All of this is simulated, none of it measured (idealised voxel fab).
Process module name: voxel self aligned vias
Cross-section cut: width 145 nm, square cells of 5 nm.
Think of the cross-section as a grid of square cells. We describe it in bands, top to bottom, and each band covers one or more rows of those cells.
Basically the band line says how high the top is and how high the bottom is, in nm, and then what's in it from left to right, every material with its width in nm. Empty space shows up as "empty", and if a single material carries "throughout" it runs the full band edge to edge.
Height is counted from the level 0, under which the received wafer is composed throughout of one material. The lowest of the bands is not closed at the bottom but continues downward, in the notation "from 0 down".
When a width is written as two numbers, as in "30->40", the first number is the width in the top row of cells of the band and the second is the width in its bottom row, and the width changes by the same amount from each row to the next.
Key: "nothing altered" - step with no changed cell in the cross-section.
What "Enclosed empty spaces" gives you is every empty space of 8 cells or more that is cut off from the top. Each appears as width x height at distance, with the distance taken from the left edge and width, height and distance all in nm.
On each step's line, the part that comes after the settings is the simulator's own comment on the step.
On any step carrying a mask, the "overlay nm" setting, if present on the step's line, tells how far right of its planned place the mask lay; negative values point to the left.
### Steps planned for the process
- 1: RECEIVE, material Si
- 2: CONFORMAL_DEP, material SiO2, thk nm 15
- 3: CONFORMAL_DEP, material SiCN, thk nm 5
- 4: DIRECTIONAL_DEP, material SiO2, thk nm 25
- 5: DIRECTIONAL_DEP, material aC, thk nm 15
- 6: PATTERN, tone open, mask id LINES, material resist, width nm 30, pitch nm 60, thk nm 35, overlay nm 0
- 7: DIRECTIONAL_ETCH, etch materials aC, depth nm 15
- 8: STRIP, etch materials resist
- 9: DIRECTIONAL_ETCH, etch materials SiO2, depth nm 25
- 10: STRIP, etch materials aC
- 11: CONFORMAL_DEP, material TiN, thk nm 5
- 12: FILL_DEP, material Ru, thk nm 5
- 13: CMP, height nm 45
- 14: SELECTIVE_ETCH, etch materials W Ru TiN, depth nm 5
- 15: FILL_DEP, material SiN, thk nm 5
- 16: CMP, height nm 45
- 17: DIRECTIONAL_DEP, material SiO2, thk nm 15
- 18: MASKED_ETCH, tone open, mask id VIAS, width nm 40, etch materials SiO2, depth nm 15, overlay nm 0
- 19: MASKED_ETCH, tone open, mask id VIAS, width nm 40, etch materials SiN, depth nm 5, overlay nm 0
- 20: CONFORMAL_DEP, material TiN, thk nm 5
- 21: FILL_DEP, material Cu, thk nm 5
- 22: CMP, height nm 60
- 23: CONFORMAL_DEP, material SiN, thk nm 5
### As received (post step 1): cross-section
  from 0 down | Si throughout
  Enclosed empty spaces: none
### The module was run from the start shown above using the plan shown above, but one mistake was made doing it; the resulting wafer cross-section is below
  from 65 to 60 | SiN throughout
  from 60 to 50 | 20 of SiO2, 5 of TiN, 30 of Cu, 5 of TiN, 85 of SiO2
  from 50 to 45 | 20 of SiO2, 40 of TiN, 85 of SiO2
  from 45 to 40 | 20 of SiN, 5 of TiN, 30 of SiO2, 5 of TiN, 25 of SiN, 30 of SiO2, 30 of SiN
  from 40 to 25 | 20 of Ru, 5 of TiN, 30 of SiO2, 5 of TiN, 20 of Ru, 5 of TiN, 30 of SiO2, 5 of TiN, 25 of Ru
  from 25 to 20 | 25 of TiN, 30 of SiO2, 30 of TiN, 30 of SiO2, 30 of TiN
  from 20 to 15 | SiCN throughout
  from 15 to 0 | SiO2 throughout
  from 0 down | Si throughout
  Enclosed empty spaces: none
What went wrong in running the wafer? step 6 off recipe, ran as PATTERN, tone cover, mask id LINES, material resist, width nm 30, pitch nm 60, thk nm 35, overlay nm 0
